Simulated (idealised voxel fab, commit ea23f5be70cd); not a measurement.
This section sets out a process module, namely voxel gate over fins.
Cross-section cut spans 240 nm and uses square cells 5 nm in size.
This document writes a cross-section as a grid whose cells are square, and gives it as bands, listed from the top down; one or more rows of cells form a band.
Read a band's entry like this: the first values are the height of its top and the height of its bottom in nm, and what follows is the sequence of materials from left to right, each with its width in nm. Note that "blank" is empty space, and that a single material marked "edge to edge" reaches across the band from edge to edge.
Convention: height 0 is the level below which the wafer, as received, is all one material. The lowest band does not terminate at the bottom but continues downward, represented as "0 -> down".
You'd read "30..40" like this: the band's top row of cells is as wide as the first number, its bottom row is as wide as the second, and going down, every row changes width by the same amount as the row before did.
"remained unchanged" (step): cross-section cells unchanged, all of them.
"Non-vented voids": sealed empty spaces, 8 cells or more, no open way to top, listed width x height at distance, with distance from the left edge and width, height and distance in nm.
On a step's line, text after the settings is the simulator commenting on that step.
A step's line can hold "overlay nm"; with a mask on that step, the setting says how far right of the planned place the mask lay, while a negative setting says it lay to the left.
Planned step list for the process
1 RECEIVE [material Si]
2 CONFORMAL_DEP [material SiN] [thk nm 5]
3 PATTERN [tone cover] [mask id FINS] [material resist] [width nm 15] [pitch nm 60] [thk nm 20] [overlay nm 0]
4 DIRECTIONAL_ETCH [etch materials SiN] [depth nm 5]
5 DIRECTIONAL_ETCH [etch materials Si] [depth nm 40]
6 STRIP [etch materials resist]
7 FILL_DEP [material SiO2] [thk nm 10]
8 CMP [height nm 5]
9 MASKED_ETCH [tone open] [mask id RAIL] [width nm 15] [etch materials SiO2] [depth nm 40] [overlay nm 0]
10 CONFORMAL_DEP [material TiN] [thk nm 5]
11 FILL_DEP [material W] [thk nm 10]
12 CMP [height nm 5]
13 SELECTIVE_ETCH [etch materials W Ru TiN] [depth nm 30]
14 FILL_DEP [material SiO2] [thk nm 5]
15 CMP [height nm 5]
16 SELECTIVE_ETCH [etch materials SiO2] [depth nm 20]
17 STRIP [etch materials SiN]
18 CONFORMAL_DEP [material HfO2] [thk nm 5]
19 CONFORMAL_DEP [material TiN] [thk nm 5]
20 FILL_DEP [material W] [thk nm 10]
21 CMP [height nm 15]
22 CONFORMAL_DEP [material SiN] [thk nm 10]
Cross-section, incoming material, after step 1
  0 -> down | Si edge to edge
  Non-vented voids: none
Module complete - cross-section of the first of two wafers, run according to plan
  25 -> 15 | SiN edge to edge
  15 -> 10 | W edge to edge
  10 -> 5 | 10 W | 35 TiN | 25 W | 35 TiN | 25 W | 35 TiN | 25 W | 35 TiN | 15 W
  5 -> 0 | 10 W | 5 TiN | 25 HfO2 | 5 TiN | 25 W | 5 TiN | 25 HfO2 | 5 TiN | 25 W | 5 TiN | 25 HfO2 | 5 TiN | 25 W | 5 TiN | 25 HfO2 | 5 TiN | 15 W
  0 -> -5 | 10 W | 5 TiN | 5 HfO2 | 15 Si | 5 HfO2 | 5 TiN | 25 W | 5 TiN | 5 HfO2 | 15 Si | 5 HfO2 | 5 TiN | 25 W | 5 TiN | 5 HfO2 | 15 Si | 5 HfO2 | 5 TiN | 25 W | 5 TiN | 5 HfO2 | 15 Si | 5 HfO2 | 5 TiN | 15 W
  -5 -> -10 | 15 TiN | 5 HfO2 | 15 Si | 5 HfO2 | 35 TiN | 5 HfO2 | 15 Si | 5 HfO2 | 35 TiN | 5 HfO2 | 15 Si | 5 HfO2 | 35 TiN | 5 HfO2 | 15 Si | 5 HfO2 | 20 TiN
  -10 -> -15 | 20 HfO2 | 15 Si | 45 HfO2 | 15 Si | 45 HfO2 | 15 Si | 45 HfO2 | 15 Si | 25 HfO2
  -15 -> -25 | 20 SiO2 | 15 Si | 45 SiO2 | 15 Si | 45 SiO2 | 15 Si | 45 SiO2 | 15 Si | 25 SiO2
  -25 -> -30 | 20 SiO2 | 15 Si | 15 SiO2 | 5 TiN | 5 W | 5 TiN | 15 SiO2 | 15 Si | 45 SiO2 | 15 Si | 45 SiO2 | 15 Si | 25 SiO2
  -30 -> -35 | 20 SiO2 | 15 Si | 15 SiO2 | 15 TiN | 15 SiO2 | 15 Si | 45 SiO2 | 15 Si | 45 SiO2 | 15 Si | 25 SiO2
  -35 -> -40 | 20 SiO2 | 15 Si | 45 SiO2 | 15 Si | 45 SiO2 | 15 Si | 45 SiO2 | 15 Si | 25 SiO2
  -40 -> down | Si edge to edge
  Non-vented voids: none
Cross-section, wafer two of two, end of module: same start and plan as wafer one, one error in execution
  25 -> 15 | SiN edge to edge
  15 -> 10 | W edge to edge
  10 -> 5 | 10 W | 35 TiN | 25 W | 35 TiN | 25 W | 35 TiN | 25 W | 35 TiN | 15 W
  5 -> 0 | 10 W | 5 TiN | 25 HfO2 | 5 TiN | 25 W | 5 TiN | 25 HfO2 | 5 TiN | 25 W | 5 TiN | 25 HfO2 | 5 TiN | 25 W | 5 TiN | 25 HfO2 | 5 TiN | 15 W
  0 -> -15 | 10 W | 5 TiN | 5 HfO2 | 15 Si | 5 HfO2 | 5 TiN | 25 W | 5 TiN | 5 HfO2 | 15 Si | 5 HfO2 | 5 TiN | 25 W | 5 TiN | 5 HfO2 | 15 Si | 5 HfO2 | 5 TiN | 25 W | 5 TiN | 5 HfO2 | 15 Si | 5 HfO2 | 5 TiN | 15 W
  -15 -> -20 | 10 W | 5 TiN | 5 HfO2 | 15 Si | 5 HfO2 | 35 TiN | 5 HfO2 | 15 Si | 5 HfO2 | 5 TiN | 25 W | 5 TiN | 5 HfO2 | 15 Si | 5 HfO2 | 5 TiN | 25 W | 5 TiN | 5 HfO2 | 15 Si | 5 HfO2 | 5 TiN | 15 W
  -20 -> -25 | 10 W | 5 TiN | 5 HfO2 | 15 Si | 5 HfO2 | 5 TiN | 25 HfO2 | 5 TiN | 5 HfO2 | 15 Si | 5 HfO2 | 5 TiN | 25 W | 5 TiN | 5 HfO2 | 15 Si | 5 HfO2 | 5 TiN | 25 W | 5 TiN | 5 HfO2 | 15 Si | 5 HfO2 | 5 TiN | 15 W
  -25 -> -30 | 15 TiN | 5 HfO2 | 15 Si | 5 HfO2 | 5 TiN | 5 HfO2 | 5 TiN | 5 W | 5 TiN | 5 HfO2 | 5 TiN | 5 HfO2 | 15 Si | 5 HfO2 | 35 TiN | 5 HfO2 | 15 Si | 5 HfO2 | 35 TiN | 5 HfO2 | 15 Si | 5 HfO2 | 20 TiN
  -30 -> -35 | 20 HfO2 | 15 Si | 15 HfO2 | 15 TiN | 15 HfO2 | 15 Si | 45 HfO2 | 15 Si | 45 HfO2 | 15 Si | 25 HfO2
  -35 -> -40 | 20 SiO2 | 15 Si | 45 SiO2 | 15 Si | 45 SiO2 | 15 Si | 45 SiO2 | 15 Si | 25 SiO2
  -40 -> down | Si edge to edge
  Non-vented voids: none
The mistake made against the process plan was this: step 16 from the plan got run twice
The second wafer ends with more or fewer cells of some materials than the first, per final count: +36 HfO2 | -138 SiO2 | +32 TiN | +70 W
